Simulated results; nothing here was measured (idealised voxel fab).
The following is a process module called voxel capacitor over wiring.
The cross-section on display is named cut; it measures 170 nm wide, and its cells are 5 nm squares.
Format of a cross-section: grid, square cells. Given as bands. Order: top down. Band: one or more rows of cells.
The entry gives the band's vertical extent as a top height and a bottom height in nm, then its horizontal make-up as materials from left to right, each with a width in nm. "blank" stands for empty space; a single material marked "edge to edge" fills the band edge to edge.
The level at which height equals 0 is the one under which the wafer, as it arrives, is entirely one material. No lower edge exists for the bottom band, which continues downward and is notated as in "z 0 and below".
A two-number width, for instance "30->40", indicates that the width is equal to the first number in the top row of the band and to the second number in the bottom row, and that it changes by a constant amount per row of cells.
The designation "no change occurred", where it is given for a processing step, indicates that no cell of the cross-section was altered in the course of that step.
Listed in "Completely sealed voids": every empty space of 8 or more cells without an open way to the top. Form: width x height at distance, the distance being from the left edge, all in nm.
Formally, on a step line, whatever follows the settings is a remark that the simulator itself makes on the step.
When a step includes a mask, the "overlay nm" setting on its line states how far to the right of its planned place that mask lay, and negative values state how far to the left.

# Listed below are the process steps as planned
| 1 | RECEIVE: material Si |
| 2 | CONFORMAL_DEP: material SiO2, thk nm 10 |
| 3 | DIRECTIONAL_DEP: material TiN, thk nm 5 |
| 4 | DIRECTIONAL_DEP: material Ru, thk nm 5 |
| 5 | MASKED_ETCH: tone cover, mask id METAL_1, width nm 25, pitch nm 80, etch materials Ru, depth nm 15, overlay nm 0 |
| 6 | MASKED_ETCH: tone cover, mask id METAL_1, width nm 25, pitch nm 80, etch materials TiN, depth nm 5, overlay nm 0 |
| 7 | CONFORMAL_DEP: material SiCN, thk nm 5 |
| 8 | FILL_DEP: material lowk, thk nm 10 |
| 9 | CMP: height nm 30 |
| 10 | CONFORMAL_DEP: material SiCN, thk nm 5 |
| 11 | DIRECTIONAL_DEP: material lowk, thk nm 15 |
| 12 | PATTERN: tone open, mask id PLUG_1, material resist, width nm 15, thk nm 15, overlay nm 0 |
| 13 | DIRECTIONAL_ETCH: etch materials lowk, depth nm 15 |
| 14 | DIRECTIONAL_ETCH: etch materials SiCN, depth nm 5 |
| 15 | STRIP: etch materials resist |
| 16 | CONFORMAL_DEP: material TiN, thk nm 5 |
| 17 | FILL_DEP: material Ru, thk nm 5 |
| 18 | CMP: height nm 50 |
| 19 | DIRECTIONAL_DEP: material TiN, thk nm 10 |
| 20 | DIRECTIONAL_DEP: material SiN, thk nm 5 |
| 21 | DIRECTIONAL_DEP: material TiN, thk nm 10 |
| 22 | PATTERN: tone cover, mask id UPPER_PLATE, material resist, width nm 60, thk nm 15, overlay nm 0 |
| 23 | DIRECTIONAL_ETCH: etch materials TiN, depth nm 10 |
| 24 | DIRECTIONAL_ETCH: etch materials SiN, depth nm 5 |
| 25 | STRIP: etch materials resist |
| 26 | DIRECTIONAL_DEP: material aC, thk nm 10 |
| 27 | PATTERN: tone cover, mask id LOWER_PLATE, material resist, width nm 70, thk nm 25, overlay nm 0 |
| 28 | DIRECTIONAL_ETCH: etch materials aC, depth nm 10 |
| 29 | STRIP: etch materials resist |
| 30 | DIRECTIONAL_ETCH: etch materials TiN, depth nm 10 |
| 31 | STRIP: etch materials aC |
| 32 | FILL_DEP: material SiO2, thk nm 15 |
| 33 | CMP: height nm 85 |
| 34 | DIRECTIONAL_DEP: material aC, thk nm 15 |
| 35 | PATTERN: tone open, mask id PLUG_2, material resist, width nm 15, thk nm 30, overlay nm 0 |
| 36 | DIRECTIONAL_ETCH: etch materials aC, depth nm 15 |
| 37 | STRIP: etch materials resist |
| 38 | DIRECTIONAL_ETCH: etch materials SiO2, depth nm 10 |
| 39 | STRIP: etch materials aC |
| 40 | CONFORMAL_DEP: material TiN, thk nm 5 |
| 41 | FILL_DEP: material Ru, thk nm 10 |
| 42 | CMP: height nm 85 |
| 43 | CONFORMAL_DEP: material SiCN, thk nm 5 |
Be aware that, although all wafers share a common starting state, the thk nm at step 4 differs among them, and the plan displays the first wafer's value.

# The first of several wafers, as received after step 1, seen in section
- z 0 and below | Si edge to edge
- Completely sealed voids: none

# Every row in this table is a wafer at the end of the module, and it gives, for each of the materials, the cells that wafer has gained (+) or lost (-) since it was received, then its closed voids
thk nm 5; +14 Ru; +107 SiCN; +12 SiN; +236 SiO2; +76 TiN; +167 lowk; Completely sealed voids: none
thk nm 10; +24 Ru; +111 SiCN; +12 SiN; +236 SiO2; +76 TiN; +153 lowk; Completely sealed voids: none
thk nm 15; +34 Ru; +101 SiCN; +12 SiN; +236 SiO2; +76 TiN; +153 lowk; Completely sealed voids: none
thk nm 20; +58 Ru; +93 SiCN; +12 SiN; +236 SiO2; +100 TiN; +113 lowk; Completely sealed voids: none
thk nm 25; +82 Ru; +89 SiCN; +12 SiN; +236 SiO2; +100 TiN; +93 lowk; Completely sealed voids: none
thk nm 30; +106 Ru; +65 SiCN; +12 SiN; +236 SiO2; +100 TiN; +93 lowk; Completely sealed voids: none
